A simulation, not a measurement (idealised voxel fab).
Process module, titled voxel transistor to metal
Cross-section cut spans 285 nm and uses square cells 5 nm in size.
Heads up, the way a cross-section reads in here is a grid of square cells, handed over as bands from the top down, with every band being one or more rows of cells. Band entry format. Leading values: height of top, height of bottom, nm. Remainder: materials in left-to-right order, each with its width in nm. Special words: "full width" on a single material, which then fills the band edge to edge; "empty", empty space. Heights are reckoned from 0. Under this level, the received wafer is all of one material. The bottommost band is open-ended downward, for example "0 and below". The width entry "30..40" should be interpreted row by row: the top row of cells in the band takes the first number, the bottom row takes the second number, and the change between adjacent rows is uniform throughout. When a step is marked "nothing different", none of the cells in the cross-section changed during that step. In "Listed closed voids" the enclosed voids are listed, meaning empty spaces of 8 cells or larger without any opening to the top. The form is width x height at distance, distance from the left edge, units nm. If you see something after the settings on a step's line, that's the simulator's own remark about that step. When a step includes a mask, the "overlay nm" setting on its line states how far to the right of its planned place that mask lay, and negative values state how far to the left. In what follows, pairs of cross-sections are presented, each taken before and after one process step, with the after cross-section shown only down to the lowest band that was altered; the step, together with its settings, is stated below the pair. The pairs may stem from different runs of this module on the same starting wafer; accordingly, a pair should be taken as continuing from the one above it solely where its entry headed "Prior state" indicates as much.

## Prior state
* 25 down to 10  SiO2 20 nm  empty 20 nm  SiO2 65 nm  empty 20 nm  SiO2 35 nm  empty 20 nm  SiO2 65 nm  empty 20 nm  SiO2 20 nm
* 10 down to 5  SiO2 20 nm  empty 20 nm  SiO2 10 nm  SiN 10 nm  HfO2 5 nm  TiN 5 nm  W 5 nm  TiN 5 nm  HfO2 5 nm  SiN 10 nm  SiO2 10 nm  empty 20 nm  SiO2 35 nm  empty 20 nm  SiO2 10 nm  SiN 10 nm  HfO2 5 nm  TiN 5 nm  W 5 nm  TiN 5 nm  HfO2 5 nm  SiN 10 nm  SiO2 10 nm  empty 20 nm  SiO2 20 nm
* 5 down to 0  SiO2 10 nm  SiN 10 nm  empty 15 nm  SiGe 15 nm  SiN 10 nm  HfO2 5 nm  TiN 5 nm  W 5 nm  TiN 5 nm  HfO2 5 nm  SiN 10 nm  SiGe 15 nm  empty 15 nm  SiN 10 nm  SiO2 15 nm  SiN 10 nm  empty 15 nm  SiGe 15 nm  SiN 10 nm  HfO2 5 nm  TiN 5 nm  W 5 nm  TiN 5 nm  HfO2 5 nm  SiN 10 nm  SiGe 15 nm  empty 15 nm  SiN 10 nm  SiO2 10 nm
* 0 down to -5  SiO2 10 nm  SiN 10 nm  empty 15 nm  SiGe 15 nm  SiN 10 nm  HfO2 5 nm  TiN 15 nm  HfO2 5 nm  SiN 10 nm  SiGe 15 nm  empty 15 nm  SiN 10 nm  SiO2 15 nm  SiN 10 nm  empty 15 nm  SiGe 15 nm  SiN 10 nm  HfO2 5 nm  TiN 15 nm  HfO2 5 nm  SiN 10 nm  SiGe 15 nm  empty 15 nm  SiN 10 nm  SiO2 10 nm
* -5 down to -10  SiO2 20 nm  empty 15 nm  SiGe 15 nm  SiO2 5 nm  HfO2 35 nm  SiO2 5 nm  SiGe 15 nm  empty 15 nm  SiO2 35 nm  empty 15 nm  SiGe 15 nm  SiO2 5 nm  HfO2 35 nm  SiO2 5 nm  SiGe 15 nm  empty 15 nm  SiO2 20 nm
* -10 down to -25  SiO2 20 nm  SiGe 30 nm  Si 45 nm  SiGe 30 nm  SiO2 35 nm  SiGe 30 nm  Si 45 nm  SiGe 30 nm  SiO2 20 nm
* -25 down to -40  SiO2 20 nm  Si 105 nm  SiO2 35 nm  Si 105 nm  SiO2 20 nm
* -40 and below  Si full width
* Listed closed voids: none

## Post-Step Appearance
* 30 down to 25  TiN 25 nm  empty 10 nm  TiN 75 nm  empty 10 nm  TiN 45 nm  empty 10 nm  TiN 75 nm  empty 10 nm  TiN 25 nm
* 25 down to 10  SiO2 20 nm  TiN 5 nm  empty 10 nm  TiN 5 nm  SiO2 65 nm  TiN 5 nm  empty 10 nm  TiN 5 nm  SiO2 35 nm  TiN 5 nm  empty 10 nm  TiN 5 nm  SiO2 65 nm  TiN 5 nm  empty 10 nm  TiN 5 nm  SiO2 20 nm
* 10 down to 5  SiO2 20 nm  TiN 5 nm  empty 5 nm  TiN 10 nm  SiO2 10 nm  SiN 10 nm  HfO2 5 nm  TiN 5 nm  W 5 nm  TiN 5 nm  HfO2 5 nm  SiN 10 nm  SiO2 10 nm  TiN 10 nm  empty 5 nm  TiN 5 nm  SiO2 35 nm  TiN 5 nm  empty 5 nm  TiN 10 nm  SiO2 10 nm  SiN 10 nm  HfO2 5 nm  TiN 5 nm  W 5 nm  TiN 5 nm  HfO2 5 nm  SiN 10 nm  SiO2 10 nm  TiN 10 nm  empty 5 nm  TiN 5 nm  SiO2 20 nm
* 5 down to 0  SiO2 10 nm  SiN 10 nm  TiN 5 nm  empty 5 nm  TiN 5 nm  SiGe 15 nm  SiN 10 nm  HfO2 5 nm  TiN 5 nm  W 5 nm  TiN 5 nm  HfO2 5 nm  SiN 10 nm  SiGe 15 nm  TiN 5 nm  empty 5 nm  TiN 5 nm  SiN 10 nm  SiO2 15 nm  SiN 10 nm  TiN 5 nm  empty 5 nm  TiN 5 nm  SiGe 15 nm  SiN 10 nm  HfO2 5 nm  TiN 5 nm  W 5 nm  TiN 5 nm  HfO2 5 nm  SiN 10 nm  SiGe 15 nm  TiN 5 nm  empty 5 nm  TiN 5 nm  SiN 10 nm  SiO2 10 nm
* 0 down to -5  SiO2 10 nm  SiN 10 nm  TiN 5 nm  empty 5 nm  TiN 5 nm  SiGe 15 nm  SiN 10 nm  HfO2 5 nm  TiN 15 nm  HfO2 5 nm  SiN 10 nm  SiGe 15 nm  TiN 5 nm  empty 5 nm  TiN 5 nm  SiN 10 nm  SiO2 15 nm  SiN 10 nm  TiN 5 nm  empty 5 nm  TiN 5 nm  SiGe 15 nm  SiN 10 nm  HfO2 5 nm  TiN 15 nm  HfO2 5 nm  SiN 10 nm  SiGe 15 nm  TiN 5 nm  empty 5 nm  TiN 5 nm  SiN 10 nm  SiO2 10 nm
* -5 down to -10  SiO2 20 nm  TiN 15 nm  SiGe 15 nm  SiO2 5 nm  HfO2 35 nm  SiO2 5 nm  SiGe 15 nm  TiN 15 nm  SiO2 35 nm  TiN 15 nm  SiGe 15 nm  SiO2 5 nm  HfO2 35 nm  SiO2 5 nm  SiGe 15 nm  TiN 15 nm  SiO2 20 nm
* Under -10: no change, same as before.
* Listed closed voids: none
Between the two cross-sections shown above lies CONFORMAL_DEP, material TiN, thk nm 5

Prior state: as in the pair right above, post-step view.

## Post-Step Appearance
* 35 down to 30  Ru full width
* 30 down to 25  TiN 25 nm  Ru 10 nm  TiN 75 nm  Ru 10 nm  TiN 45 nm  Ru 10 nm  TiN 75 nm  Ru 10 nm  TiN 25 nm
* 25 down to 10  SiO2 20 nm  TiN 5 nm  Ru 10 nm  TiN 5 nm  SiO2 65 nm  TiN 5 nm  Ru 10 nm  TiN 5 nm  SiO2 35 nm  TiN 5 nm  Ru 10 nm  TiN 5 nm  SiO2 65 nm  TiN 5 nm  Ru 10 nm  TiN 5 nm  SiO2 20 nm
* 10 down to 5  SiO2 20 nm  TiN 5 nm  Ru 5 nm  TiN 10 nm  SiO2 10 nm  SiN 10 nm  HfO2 5 nm  TiN 5 nm  W 5 nm  TiN 5 nm  HfO2 5 nm  SiN 10 nm  SiO2 10 nm  TiN 10 nm  Ru 5 nm  TiN 5 nm  SiO2 35 nm  TiN 5 nm  Ru 5 nm  TiN 10 nm  SiO2 10 nm  SiN 10 nm  HfO2 5 nm  TiN 5 nm  W 5 nm  TiN 5 nm  HfO2 5 nm  SiN 10 nm  SiO2 10 nm  TiN 10 nm  Ru 5 nm  TiN 5 nm  SiO2 20 nm
* 5 down to 0  SiO2 10 nm  SiN 10 nm  TiN 5 nm  Ru 5 nm  TiN 5 nm  SiGe 15 nm  SiN 10 nm  HfO2 5 nm  TiN 5 nm  W 5 nm  TiN 5 nm  HfO2 5 nm  SiN 10 nm  SiGe 15 nm  TiN 5 nm  Ru 5 nm  TiN 5 nm  SiN 10 nm  SiO2 15 nm  SiN 10 nm  TiN 5 nm  Ru 5 nm  TiN 5 nm  SiGe 15 nm  SiN 10 nm  HfO2 5 nm  TiN 5 nm  W 5 nm  TiN 5 nm  HfO2 5 nm  SiN 10 nm  SiGe 15 nm  TiN 5 nm  Ru 5 nm  TiN 5 nm  SiN 10 nm  SiO2 10 nm
* 0 down to -5  SiO2 10 nm  SiN 10 nm  TiN 5 nm  Ru 5 nm  TiN 5 nm  SiGe 15 nm  SiN 10 nm  HfO2 5 nm  TiN 15 nm  HfO2 5 nm  SiN 10 nm  SiGe 15 nm  TiN 5 nm  Ru 5 nm  TiN 5 nm  SiN 10 nm  SiO2 15 nm  SiN 10 nm  TiN 5 nm  Ru 5 nm  TiN 5 nm  SiGe 15 nm  SiN 10 nm  HfO2 5 nm  TiN 15 nm  HfO2 5 nm  SiN 10 nm  SiGe 15 nm  TiN 5 nm  Ru 5 nm  TiN 5 nm  SiN 10 nm  SiO2 10 nm
* Under -5: no change, same as before.
* Listed closed voids: none
Between the two cross-sections shown above lies FILL_DEP, material Ru, thk nm 5

Prior state: as in the pair right above, post-step view.

## Post-Step Appearance
* 25 down to 10  SiO2 20 nm  TiN 5 nm  Ru 10 nm  TiN 5 nm  SiO2 65 nm  TiN 5 nm  Ru 10 nm  TiN 5 nm  SiO2 35 nm  TiN 5 nm  Ru 10 nm  TiN 5 nm  SiO2 65 nm  TiN 5 nm  Ru 10 nm  TiN 5 nm  SiO2 20 nm
* Under 10: no change, same as before.
* Listed closed voids: none
Between the two cross-sections shown above lies CMP, height nm 25

Prior state: as in the pair right above, post-step view.

## Post-Step Appearance
* 30 down to 25  SiCN full width
* Under 25: no change, same as before.
* Listed closed voids: none
Between the two cross-sections shown above lies CONFORMAL_DEP, material SiCN, thk nm 5

Prior state: as in the pair right above, post-step view.

## Post-Step Appearance
* 55 down to 30  SiO2 full width
* Under 30: no change, same as before.
* Listed closed voids: none
Between the two cross-sections shown above lies DIRECTIONAL_DEP, material SiO2, thk nm 25

Prior state: as in the pair right above, post-step view.

## Post-Step Appearance
* 65 down to 55  aC full width
* Under 55: no change, same as before.
* Listed closed voids: none
Between the two cross-sections shown above lies DIRECTIONAL_DEP, material aC, thk nm 10

Prior state: as in the pair right above, post-step view.

## Post-Step Appearance
* 95 down to 65  resist 20 nm  empty 20 nm  resist 65 nm  empty 20 nm  resist 35 nm  empty 20 nm  resist 65 nm  empty 20 nm  resist 20 nm
* Under 65: no change, same as before.
* Listed closed voids: none
Between the two cross-sections shown above lies PATTERN, tone open, mask id METAL_1, material resist, width nm 20, thk nm 30, overlay nm 0

Prior state: as in the pair right above, post-step view.

## Post-Step Appearance
* 85 down to 65  resist 20 nm  empty 20 nm  resist 65 nm  empty 20 nm  resist 35 nm  empty 20 nm  resist 65 nm  empty 20 nm  resist 20 nm
* 65 down to 55  aC 20 nm  empty 20 nm  aC 65 nm  empty 20 nm  aC 35 nm  empty 20 nm  aC 65 nm  empty 20 nm  aC 20 nm
* Under 55: no change, same as before.
* Listed closed voids: none
Between the two cross-sections shown above lies DIRECTIONAL_ETCH, etch materials aC, depth nm 10

Prior state: as in the pair right above, post-step view.

## Post-Step Appearance
* 65 down to 55  aC 20 nm  empty 20 nm  aC 65 nm  empty 20 nm  aC 35 nm  empty 20 nm  aC 65 nm  empty 20 nm  aC 20 nm
* Under 55: no change, same as before.
* Listed closed voids: none
Between the two cross-sections shown above lies STRIP, etch materials resist

Prior state: as in the pair right above, post-step view.

## Post-Step Appearance
* 65 down to 55  aC 20 nm  empty 20 nm  aC 65 nm  empty 20 nm  aC 35 nm  empty 20 nm  aC 65 nm  empty 20 nm  aC 20 nm
* 55 down to 30  SiO2 20 nm  empty 20 nm  SiO2 65 nm  empty 20 nm  SiO2 35 nm  empty 20 nm  SiO2 65 nm  empty 20 nm  SiO2 20 nm
* Under 30: no change, same as before.
* Listed closed voids: none
Between the two cross-sections shown above lies DIRECTIONAL_ETCH, etch materials SiO2, depth nm 25

Prior state: as in the pair right above, post-step view.

## Post-Step Appearance
* 65 down to 55  aC 20 nm  empty 20 nm  aC 65 nm  empty 20 nm  aC 35 nm  empty 20 nm  aC 65 nm  empty 20 nm  aC 20 nm
* 55 down to 30  SiO2 20 nm  empty 20 nm  SiO2 65 nm  empty 20 nm  SiO2 35 nm  empty 20 nm  SiO2 65 nm  empty 20 nm  SiO2 20 nm
* 30 down to 25  SiCN 20 nm  empty 20 nm  SiCN 65 nm  empty 20 nm  SiCN 35 nm  empty 20 nm  SiCN 65 nm  empty 20 nm  SiCN 20 nm
* Under 25: no change, same as before.
* Listed closed voids: none
Between the two cross-sections shown above lies DIRECTIONAL_ETCH, etch materials SiCN, depth nm 5

Prior state: as in the pair right above, post-step view.

## Post-Step Appearance
* 55 down to 30  SiO2 20 nm  empty 20 nm  SiO2 65 nm  empty 20 nm  SiO2 35 nm  empty 20 nm  SiO2 65 nm  empty 20 nm  SiO2 20 nm
* Under 30: no change, same as before.
* Listed closed voids: none
Between the two cross-sections shown above lies STRIP, etch materials aC

Prior state: as in the pair right above, post-step view.

## Post-Step Appearance
* 60 down to 55  TiN 25 nm  empty 10 nm  TiN 75 nm  empty 10 nm  TiN 45 nm  empty 10 nm  TiN 75 nm  empty 10 nm  TiN 25 nm
* 55 down to 30  SiO2 20 nm  TiN 5 nm  empty 10 nm  TiN 5 nm  SiO2 65 nm  TiN 5 nm  empty 10 nm  TiN 5 nm  SiO2 35 nm  TiN 5 nm  empty 10 nm  TiN 5 nm  SiO2 65 nm  TiN 5 nm  empty 10 nm  TiN 5 nm  SiO2 20 nm
* 30 down to 25  SiCN 20 nm  TiN 20 nm  SiCN 65 nm  TiN 20 nm  SiCN 35 nm  TiN 20 nm  SiCN 65 nm  TiN 20 nm  SiCN 20 nm
* Under 25: no change, same as before.
* Listed closed voids: none
Between the two cross-sections shown above lies CONFORMAL_DEP, material TiN, thk nm 5

Prior state: as in the pair right above, post-step view.

## Post-Step Appearance
* 65 down to 60  W full width
* 60 down to 55  TiN 25 nm  W 10 nm  TiN 75 nm  W 10 nm  TiN 45 nm  W 10 nm  TiN 75 nm  W 10 nm  TiN 25 nm
* 55 down to 30  SiO2 20 nm  TiN 5 nm  W 10 nm  TiN 5 nm  SiO2 65 nm  TiN 5 nm  W 10 nm  TiN 5 nm  SiO2 35 nm  TiN 5 nm  W 10 nm  TiN 5 nm  SiO2 65 nm  TiN 5 nm  W 10 nm  TiN 5 nm  SiO2 20 nm
* Under 30: no change, same as before.
* Listed closed voids: none
Between the two cross-sections shown above lies FILL_DEP, material W, thk nm 5

Prior state: as in the pair right above, post-step view.

## Post-Step Appearance
* 55 down to 30  SiO2 20 nm  TiN 5 nm  W 10 nm  TiN 5 nm  SiO2 65 nm  TiN 5 nm  W 10 nm  TiN 5 nm  SiO2 35 nm  TiN 5 nm  W 10 nm  TiN 5 nm  SiO2 65 nm  TiN 5 nm  W 10 nm  TiN 5 nm  SiO2 20 nm
* Under 30: no change, same as before.
* Listed closed voids: none
Between the two cross-sections shown above lies CMP, height nm 55

Prior state: as in the pair right above, post-step view.

## Post-Step Appearance
* 60 down to 55  SiCN full width
* Under 55: no change, same as before.
* Listed closed voids: none
Between the two cross-sections shown above lies CONFORMAL_DEP, material SiCN, thk nm 5

Prior state: as in the pair right above, post-step view.

## Post-Step Appearance
* 85 down to 60  SiO2 full width
* Under 60: no change, same as before.
* Listed closed voids: none
Between the two cross-sections shown above lies DIRECTIONAL_DEP, material SiO2, thk nm 25

Prior state: as in the pair right above, post-step view.

## Post-Step Appearance
* 85 down to 60  SiO2 20 nm  empty 15 nm  SiO2 125 nm  empty 15 nm  SiO2 110 nm
* Under 60: no change, same as before.
* Listed closed voids: none
Between the two cross-sections shown above lies MASKED_ETCH, tone open, mask id METAL_2_HOLES, width nm 15, pitch nm 140, etch materials SiO2, depth nm 25, overlay nm 0

Prior state: as in the pair right above, post-step view.

## Post-Step Appearance
* 95 down to 85  aC 20 nm  empty 15 nm  aC 125 nm  empty 15 nm  aC 110 nm
* 85 down to 70  SiO2 20 nm  empty 15 nm  SiO2 125 nm  empty 15 nm  SiO2 110 nm
* 70 down to 60  SiO2 20 nm  aC 15 nm  SiO2 125 nm  aC 15 nm  SiO2 110 nm
* Under 60: no change, same as before.
* Listed closed voids: none
Between the two cross-sections shown above lies DIRECTIONAL_DEP, material aC, thk nm 10

Prior state: as in the pair right above, post-step view.

## Post-Step Appearance
* 120 down to 95  resist 20 nm  empty 20 nm  resist 120 nm  empty 20 nm  resist 105 nm
* Under 95: no change, same as before.
* Listed closed voids: none
Between the two cross-sections shown above lies PATTERN, tone open, mask id METAL_2, material resist, width nm 20, pitch nm 140, thk nm 25, overlay nm 0

Prior state: as in the pair right above, post-step view.

## Post-Step Appearance
* 110 down to 95  resist 20 nm  empty 20 nm  resist 120 nm  empty 20 nm  resist 105 nm
* 95 down to 85  aC 20 nm  empty 20 nm  aC 120 nm  empty 20 nm  aC 105 nm
* 85 down to 60  SiO2 20 nm  empty 15 nm  SiO2 125 nm  empty 15 nm  SiO2 110 nm
* Under 60: no change, same as before.
* Listed closed voids: none
Between the two cross-sections shown above lies DIRECTIONAL_ETCH, etch materials aC, depth nm 10

Prior state: as in the pair right above, post-step view.

## Post-Step Appearance
* 95 down to 85  aC 20 nm  empty 20 nm  aC 120 nm  empty 20 nm  aC 105 nm
* Under 85: no change, same as before.
* Listed closed voids: none
Between the two cross-sections shown above lies STRIP, etch materials resist

Prior state: as in the pair right above, post-step view.

## Post-Step Appearance
* 95 down to 85  aC 20 nm  empty 20 nm  aC 120 nm  empty 20 nm  aC 105 nm
* 85 down to 70  SiO2 20 nm  empty 20 nm  SiO2 120 nm  empty 20 nm  SiO2 105 nm
* Under 70: no change, same as before.
* Listed closed voids: none
Between the two cross-sections shown above lies DIRECTIONAL_ETCH, etch materials SiO2, depth nm 15

Prior state: as in the pair right above, post-step view.

## Post-Step Appearance
* 95 down to 85  aC 20 nm  empty 20 nm  aC 120 nm  empty 20 nm  aC 105 nm
* 85 down to 70  SiO2 20 nm  empty 20 nm  SiO2 120 nm  empty 20 nm  SiO2 105 nm
* 70 down to 60  SiO2 20 nm  empty 15 nm  SiO2 125 nm  empty 15 nm  SiO2 110 nm
* 60 down to 55  SiCN 20 nm  empty 15 nm  SiCN 125 nm  empty 15 nm  SiCN 110 nm
* Under 55: no change, same as before.
* Listed closed voids: none
Between the two cross-sections shown above lies DIRECTIONAL_ETCH, etch materials SiCN, depth nm 5

Prior state: as in the pair right above, post-step view.

## Post-Step Appearance
* 85 down to 70  SiO2 20 nm  empty 20 nm  SiO2 120 nm  empty 20 nm  SiO2 105 nm
* Under 70: no change, same as before.
* Listed closed voids: none
Between the two cross-sections shown above lies STRIP, etch materials aC

Prior state: as in the pair right above, post-step view.

## Post-Step Appearance
* 90 down to 85  TiN 25 nm  empty 10 nm  TiN 130 nm  empty 10 nm  TiN 110 nm
* 85 down to 75  SiO2 20 nm  TiN 5 nm  empty 10 nm  TiN 5 nm  SiO2 120 nm  TiN 5 nm  empty 10 nm  TiN 5 nm  SiO2 105 nm
* 75 down to 70  SiO2 20 nm  TiN 5 nm  empty 5 nm  TiN 10 nm  SiO2 120 nm  TiN 5 nm  empty 5 nm  TiN 10 nm  SiO2 105 nm
* 70 down to 60  SiO2 20 nm  TiN 5 nm  empty 5 nm  TiN 5 nm  SiO2 125 nm  TiN 5 nm  empty 5 nm  TiN 5 nm  SiO2 110 nm
* 60 down to 55  SiCN 20 nm  TiN 15 nm  SiCN 125 nm  TiN 15 nm  SiCN 110 nm
* Under 55: no change, same as before.
* Listed closed voids: none
Between the two cross-sections shown above lies CONFORMAL_DEP, material TiN, thk nm 5

Prior state: as in the pair right above, post-step view.

## Post-Step Appearance
* 95 down to 90  Cu full width
* 90 down to 85  TiN 25 nm  Cu 10 nm  TiN 130 nm  Cu 10 nm  TiN 110 nm
* 85 down to 75  SiO2 20 nm  TiN 5 nm  Cu 10 nm  TiN 5 nm  SiO2 120 nm  TiN 5 nm  Cu 10 nm  TiN 5 nm  SiO2 105 nm
* 75 down to 70  SiO2 20 nm  TiN 5 nm  Cu 5 nm  TiN 10 nm  SiO2 120 nm  TiN 5 nm  Cu 5 nm  TiN 10 nm  SiO2 105 nm
* 70 down to 60  SiO2 20 nm  TiN 5 nm  Cu 5 nm  TiN 5 nm  SiO2 125 nm  TiN 5 nm  Cu 5 nm  TiN 5 nm  SiO2 110 nm
* Under 60: no change, same as before.
* Listed closed voids: none
Between the two cross-sections shown above lies FILL_DEP, material Cu, thk nm 5

Prior state: as in the pair right above, post-step view.

## Post-Step Appearance
* 85 down to 75  SiO2 20 nm  TiN 5 nm  Cu 10 nm  TiN 5 nm  SiO2 120 nm  TiN 5 nm  Cu 10 nm  TiN 5 nm  SiO2 105 nm
* Under 75: no change, same as before.
* Listed closed voids: none
Between the two cross-sections shown above lies CMP, height nm 85

Prior state: as in the pair right above, post-step view.

## Post-Step Appearance
* 90 down to 85  SiCN full width
* Under 85: no change, same as before.
* Listed closed voids: none
Between the two cross-sections shown above lies CONFORMAL_DEP, material SiCN, thk nm 5

## Prior state
* 15 down to 10  empty 50 nm  SiN 10 nm  empty 25 nm  SiN 10 nm  empty 95 nm  SiN 10 nm  empty 25 nm  SiN 10 nm  empty 50 nm
* 10 down to 5  SiO2 50 nm  SiN 10 nm  empty 25 nm  SiN 10 nm  SiO2 95 nm  SiN 10 nm  empty 25 nm  SiN 10 nm  SiO2 50 nm
* 5 down to -5  SiO2 10 nm  SiN 10 nm  SiO2 15 nm  SiGe 15 nm  SiN 10 nm  empty 25 nm  SiN 10 nm  SiGe 15 nm  SiO2 15 nm  SiN 10 nm  SiO2 15 nm  SiN 10 nm  SiO2 15 nm  SiGe 15 nm  SiN 10 nm  empty 25 nm  SiN 10 nm  SiGe 15 nm  SiO2 15 nm  SiN 10 nm  SiO2 10 nm
* -5 down to -10  SiO2 35 nm  SiGe 15 nm  SiO2 5 nm  empty 35 nm  SiO2 5 nm  SiGe 15 nm  SiO2 65 nm  SiGe 15 nm  SiO2 5 nm  empty 35 nm  SiO2 5 nm  SiGe 15 nm  SiO2 35 nm
* -10 down to -25  SiO2 20 nm  SiGe 30 nm  Si 45 nm  SiGe 30 nm  SiO2 35 nm  SiGe 30 nm  Si 45 nm  SiGe 30 nm  SiO2 20 nm
* -25 down to -40  SiO2 20 nm  Si 105 nm  SiO2 35 nm  Si 105 nm  SiO2 20 nm
* -40 and below  Si full width
* Listed closed voids: none

## Post-Step Appearance
* 20 down to 15  empty 45 nm  TiN 20 nm  empty 15 nm  TiN 20 nm  empty 85 nm  TiN 20 nm  empty 15 nm  TiN 20 nm  empty 45 nm
* 15 down to 10  TiN 50 nm  SiN 10 nm  TiN 5 nm  empty 15 nm  TiN 5 nm  SiN 10 nm  TiN 95 nm  SiN 10 nm  TiN 5 nm  empty 15 nm  TiN 5 nm  SiN 10 nm  TiN 50 nm
* 10 down to 5  SiO2 50 nm  SiN 10 nm  TiN 5 nm  empty 15 nm  TiN 5 nm  SiN 10 nm  SiO2 95 nm  SiN 10 nm  TiN 5 nm  empty 15 nm  TiN 5 nm  SiN 10 nm  SiO2 50 nm
* 5 down to -5  SiO2 10 nm  SiN 10 nm  SiO2 15 nm  SiGe 15 nm  SiN 10 nm  TiN 5 nm  empty 15 nm  TiN 5 nm  SiN 10 nm  SiGe 15 nm  SiO2 15 nm  SiN 10 nm  SiO2 15 nm  SiN 10 nm  SiO2 15 nm  SiGe 15 nm  SiN 10 nm  TiN 5 nm  empty 15 nm  TiN 5 nm  SiN 10 nm  SiGe 15 nm  SiO2 15 nm  SiN 10 nm  SiO2 10 nm
* -5 down to -10  SiO2 35 nm  SiGe 15 nm  SiO2 5 nm  TiN 35 nm  SiO2 5 nm  SiGe 15 nm  SiO2 65 nm  SiGe 15 nm  SiO2 5 nm  TiN 35 nm  SiO2 5 nm  SiGe 15 nm  SiO2 35 nm
* Under -10: no change, same as before.
* Listed closed voids: none
Between the two cross-sections shown above lies CONFORMAL_DEP, material TiN, thk nm 5

Prior state: as in the pair right above, post-step view.

## Post-Step Appearance
* 25 down to 20  W full width
* 20 down to 15  W 45 nm  TiN 20 nm  W 15 nm  TiN 20 nm  W 85 nm  TiN 20 nm  W 15 nm  TiN 20 nm  W 45 nm
* 15 down to 10  TiN 50 nm  SiN 10 nm  TiN 5 nm  W 15 nm  TiN 5 nm  SiN 10 nm  TiN 95 nm  SiN 10 nm  TiN 5 nm  W 15 nm  TiN 5 nm  SiN 10 nm  TiN 50 nm
* 10 down to 5  SiO2 50 nm  SiN 10 nm  TiN 5 nm  W 15 nm  TiN 5 nm  SiN 10 nm  SiO2 95 nm  SiN 10 nm  TiN 5 nm  W 15 nm  TiN 5 nm  SiN 10 nm  SiO2 50 nm
* 5 down to -5  SiO2 10 nm  SiN 10 nm  SiO2 15 nm  SiGe 15 nm  SiN 10 nm  TiN 5 nm  W 15 nm  TiN 5 nm  SiN 10 nm  SiGe 15 nm  SiO2 15 nm  SiN 10 nm  SiO2 15 nm  SiN 10 nm  SiO2 15 nm  SiGe 15 nm  SiN 10 nm  TiN 5 nm  W 15 nm  TiN 5 nm  SiN 10 nm  SiGe 15 nm  SiO2 15 nm  SiN 10 nm  SiO2 10 nm
* Under -5: no change, same as before.
* Listed closed voids: none
Between the two cross-sections shown above lies FILL_DEP, material W, thk nm 5

Prior state: as in the pair right above, post-step view.

## Post-Step Appearance
* 10 down to 5  SiO2 50 nm  SiN 10 nm  TiN 5 nm  W 15 nm  TiN 5 nm  SiN 10 nm  SiO2 95 nm  SiN 10 nm  TiN 5 nm  W 15 nm  TiN 5 nm  SiN 10 nm  SiO2 50 nm
* Under 5: no change, same as before.
* Listed closed voids: none
Between the two cross-sections shown above lies CMP, height nm 10

Prior state: as in the pair right above, post-step view.

## Post-Step Appearance
* 25 down to 10  SiO2 full width
* Under 10: no change, same as before.
* Listed closed voids: none
Between the two cross-sections shown above lies DIRECTIONAL_DEP, material SiO2, thk nm 15

Prior state: as in the pair right above, post-step view.

## Post-Step Appearance
* 25 down to 10  SiO2 20 nm  empty 20 nm  SiO2 65 nm  empty 20 nm  SiO2 35 nm  empty 20 nm  SiO2 65 nm  empty 20 nm  SiO2 20 nm
* 10 down to 5  SiO2 20 nm  empty 20 nm  SiO2 10 nm  SiN 10 nm  TiN 5 nm  W 15 nm  TiN 5 nm  SiN 10 nm  SiO2 10 nm  empty 20 nm  SiO2 35 nm  empty 20 nm  SiO2 10 nm  SiN 10 nm  TiN 5 nm  W 15 nm  TiN 5 nm  SiN 10 nm  SiO2 10 nm  empty 20 nm  SiO2 20 nm
* 5 down to -5  SiO2 10 nm  SiN 10 nm  empty 15 nm  SiGe 15 nm  SiN 10 nm  TiN 5 nm  W 15 nm  TiN 5 nm  SiN 10 nm  SiGe 15 nm  empty 15 nm  SiN 10 nm  SiO2 15 nm  SiN 10 nm  empty 15 nm  SiGe 15 nm  SiN 10 nm  TiN 5 nm  W 15 nm  TiN 5 nm  SiN 10 nm  SiGe 15 nm  empty 15 nm  SiN 10 nm  SiO2 10 nm
* -5 down to -10  SiO2 20 nm  empty 15 nm  SiGe 15 nm  SiO2 5 nm  TiN 35 nm  SiO2 5 nm  SiGe 15 nm  empty 15 nm  SiO2 35 nm  empty 15 nm  SiGe 15 nm  SiO2 5 nm  TiN 35 nm  SiO2 5 nm  SiGe 15 nm  empty 15 nm  SiO2 20 nm
* Under -10: no change, same as before.
* Listed closed voids: none
Between the two cross-sections shown above lies MASKED_ETCH, tone open, mask id CONTACT, width nm 20, etch materials SiO2, depth nm 35, overlay nm 0

Prior state: as in the pair right above, post-step view.

## Post-Step Appearance
* 30 down to 25  TiN 25 nm  empty 10 nm  TiN 75 nm  empty 10 nm  TiN 45 nm  empty 10 nm  TiN 75 nm  empty 10 nm  TiN 25 nm
* 25 down to 10  SiO2 20 nm  TiN 5 nm  empty 10 nm  TiN 5 nm  SiO2 65 nm  TiN 5 nm  empty 10 nm  TiN 5 nm  SiO2 35 nm  TiN 5 nm  empty 10 nm  TiN 5 nm  SiO2 65 nm  TiN 5 nm  empty 10 nm  TiN 5 nm  SiO2 20 nm
* 10 down to 5  SiO2 20 nm  TiN 5 nm  empty 5 nm  TiN 10 nm  SiO2 10 nm  SiN 10 nm  TiN 5 nm  W 15 nm  TiN 5 nm  SiN 10 nm  SiO2 10 nm  TiN 10 nm  empty 5 nm  TiN 5 nm  SiO2 35 nm  TiN 5 nm  empty 5 nm  TiN 10 nm  SiO2 10 nm  SiN 10 nm  TiN 5 nm  W 15 nm  TiN 5 nm  SiN 10 nm  SiO2 10 nm  TiN 10 nm  empty 5 nm  TiN 5 nm  SiO2 20 nm
* 5 down to -5  SiO2 10 nm  SiN 10 nm  TiN 5 nm  empty 5 nm  TiN 5 nm  SiGe 15 nm  SiN 10 nm  TiN 5 nm  W 15 nm  TiN 5 nm  SiN 10 nm  SiGe 15 nm  TiN 5 nm  empty 5 nm  TiN 5 nm  SiN 10 nm  SiO2 15 nm  SiN 10 nm  TiN 5 nm  empty 5 nm  TiN 5 nm  SiGe 15 nm  SiN 10 nm  TiN 5 nm  W 15 nm  TiN 5 nm  SiN 10 nm  SiGe 15 nm  TiN 5 nm  empty 5 nm  TiN 5 nm  SiN 10 nm  SiO2 10 nm
* -5 down to -10  SiO2 20 nm  TiN 15 nm  SiGe 15 nm  SiO2 5 nm  TiN 35 nm  SiO2 5 nm  SiGe 15 nm  TiN 15 nm  SiO2 35 nm  TiN 15 nm  SiGe 15 nm  SiO2 5 nm  TiN 35 nm  SiO2 5 nm  SiGe 15 nm  TiN 15 nm  SiO2 20 nm
* Under -10: no change, same as before.
* Listed closed voids: none
Between the two cross-sections shown above lies CONFORMAL_DEP, material TiN, thk nm 5
